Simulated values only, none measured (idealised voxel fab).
The following is a process module called voxel trench capacitor.
285 nm wide, 5 nm square cells: that's cross-section cut.
Cross-section, as written here: a square-cell grid given band by band from the top down, where a band holds one or more rows of cells. The entry gives the band's vertical extent as a top height and a bottom height in nm, then its horizontal make-up as materials from left to right, each with a width in nm. "blank" stands for empty space; a single material marked "edge to edge" fills the band edge to edge. Note: height 0 marks the level under which the wafer is uniformly one material as received. Lowest band unbounded below, written "0 and below". The notation "30->40" denotes a width that varies across the rows of cells in the band, beginning at the first number in the top row, finishing at the second number in the bottom row, and changing by an identical amount from each row to the next. When a step is marked "no alterations made", none of the cells in the cross-section changed during that step. Under "Sealed internal voids" you'll find the enclosed gaps, the ones with no way out to the top, that are 8 cells or bigger; each reads width x height at distance, with distance counted from the left edge, everything in nm. That trailing text on a step's line, after the settings, is the simulator's own remark on the step. overlay nm: where the mask lay relative to plan, measured to the right, on steps with a mask; negatives go left.

-- The process steps that were planned are listed below
1 RECEIVE,material Si
2 CONFORMAL_DEP,material SiN,thk nm 10
3 MASKED_ETCH,tone open,mask id TRENCH,width nm 25,pitch nm 55,etch materials SiN,depth nm 10,overlay nm 0
4 MASKED_ETCH,tone open,mask id TRENCH,width nm 25,pitch nm 55,etch materials Si,depth nm 40,overlay nm 0
5 CONFORMAL_DEP,material HfO2,thk nm 5
6 CONFORMAL_DEP,material TiN,thk nm 5
7 FILL_DEP,material W,thk nm 10
8 CMP,height nm 10

-- Run as planned: first of two wafers

-- This is the cross-section of the wafer as we received it, i.e. after step 1
	0 and below  Si edge to edge
	Sealed internal voids: none

-- Take a look at the wafer's cross-section after step 2
	10 down to 0  SiN edge to edge
	Lower than 0, everything is as it was.

-- Take a look at the wafer's cross-section after step 3
	10 down to 0  SiN 100 | blank 25 | SiN 30 | blank 25 | SiN 105
	Lower than 0, everything is as it was.

-- Take a look at the wafer's cross-section after step 4
	10 down to 0  SiN 100 | blank 25 | SiN 30 | blank 25 | SiN 105
	0 down to -40  Si 100 | blank 25 | Si 30 | blank 25 | Si 105
	Lower than -40, everything is as it was.

-- Take a look at the wafer's cross-section after step 5
	15 down to 10  HfO2 105 | blank 15 | HfO2 40 | blank 15 | HfO2 110
	10 down to 0  SiN 100 | HfO2 5 | blank 15 | HfO2 5 | SiN 30 | HfO2 5 | blank 15 | HfO2 5 | SiN 105
	0 down to -35  Si 100 | HfO2 5 | blank 15 | HfO2 5 | Si 30 | HfO2 5 | blank 15 | HfO2 5 | Si 105
	-35 down to -40  Si 100 | HfO2 25 | Si 30 | HfO2 25 | Si 105
	Lower than -40, everything is as it was.

-- Take a look at the wafer's cross-section after step 6
	20 down to 15  TiN 110 | blank 5 | TiN 50 | blank 5 | TiN 115
	15 down to 10  HfO2 105 | TiN 5 | blank 5 | TiN 5 | HfO2 40 | TiN 5 | blank 5 | TiN 5 | HfO2 110
	10 down to 0  SiN 100 | HfO2 5 | TiN 5 | blank 5 | TiN 5 | HfO2 5 | SiN 30 | HfO2 5 | TiN 5 | blank 5 | TiN 5 | HfO2 5 | SiN 105
	0 down to -30  Si 100 | HfO2 5 | TiN 5 | blank 5 | TiN 5 | HfO2 5 | Si 30 | HfO2 5 | TiN 5 | blank 5 | TiN 5 | HfO2 5 | Si 105
	-30 down to -35  Si 100 | HfO2 5 | TiN 15 | HfO2 5 | Si 30 | HfO2 5 | TiN 15 | HfO2 5 | Si 105
	Lower than -35, everything is as it was.

-- Take a look at the wafer's cross-section after step 7
	30 down to 20  W edge to edge
	20 down to 15  TiN 110 | W 5 | TiN 50 | W 5 | TiN 115
	15 down to 10  HfO2 105 | TiN 5 | W 5 | TiN 5 | HfO2 40 | TiN 5 | W 5 | TiN 5 | HfO2 110
	10 down to 0  SiN 100 | HfO2 5 | TiN 5 | W 5 | TiN 5 | HfO2 5 | SiN 30 | HfO2 5 | TiN 5 | W 5 | TiN 5 | HfO2 5 | SiN 105
	0 down to -30  Si 100 | HfO2 5 | TiN 5 | W 5 | TiN 5 | HfO2 5 | Si 30 | HfO2 5 | TiN 5 | W 5 | TiN 5 | HfO2 5 | Si 105
	Lower than -30, everything is as it was.

-- Take a look at the wafer's cross-section after step 8
	10 down to 0  SiN 100 | HfO2 5 | TiN 5 | W 5 | TiN 5 | HfO2 5 | SiN 30 | HfO2 5 | TiN 5 | W 5 | TiN 5 | HfO2 5 | SiN 105
	Lower than 0, everything is as it was.

-- Second wafer - shared start and plan with the first - one error in running - same as the first up to step 6 inclusive

-- Cross-section of the second wafer at the time step 7 of the plan should have ended
	30 down to 20  HfO2 edge to edge
	20 down to 15  TiN 110 | HfO2 5 | TiN 50 | HfO2 5 | TiN 115
	15 down to 10  HfO2 105 | TiN 5 | HfO2 5 | TiN 5 | HfO2 40 | TiN 5 | HfO2 5 | TiN 5 | HfO2 110
	10 down to 0  SiN 100 | HfO2 5 | TiN 5 | HfO2 5 | TiN 5 | HfO2 5 | SiN 30 | HfO2 5 | TiN 5 | HfO2 5 | TiN 5 | HfO2 5 | SiN 105
	0 down to -30  Si 100 | HfO2 5 | TiN 5 | HfO2 5 | TiN 5 | HfO2 5 | Si 30 | HfO2 5 | TiN 5 | HfO2 5 | TiN 5 | HfO2 5 | Si 105
	Lower than -30, everything is as it was.

-- Cross-section of the second wafer at the time step 8 of the plan should have ended
	10 down to 0  SiN 100 | HfO2 5 | TiN 5 | HfO2 5 | TiN 5 | HfO2 5 | SiN 30 | HfO2 5 | TiN 5 | HfO2 5 | TiN 5 | HfO2 5 | SiN 105
	Lower than 0, everything is as it was.
Which mistake was made when the wafer was run? step 7 was not run as planned; what actually ran was FILL_DEP,material HfO2,thk nm 10
It is noted that, at the conclusion of processing, the second wafer exhibits a higher or lower cell count for certain materials relative to the first: 16 more of HfO2 | 16 fewer of W
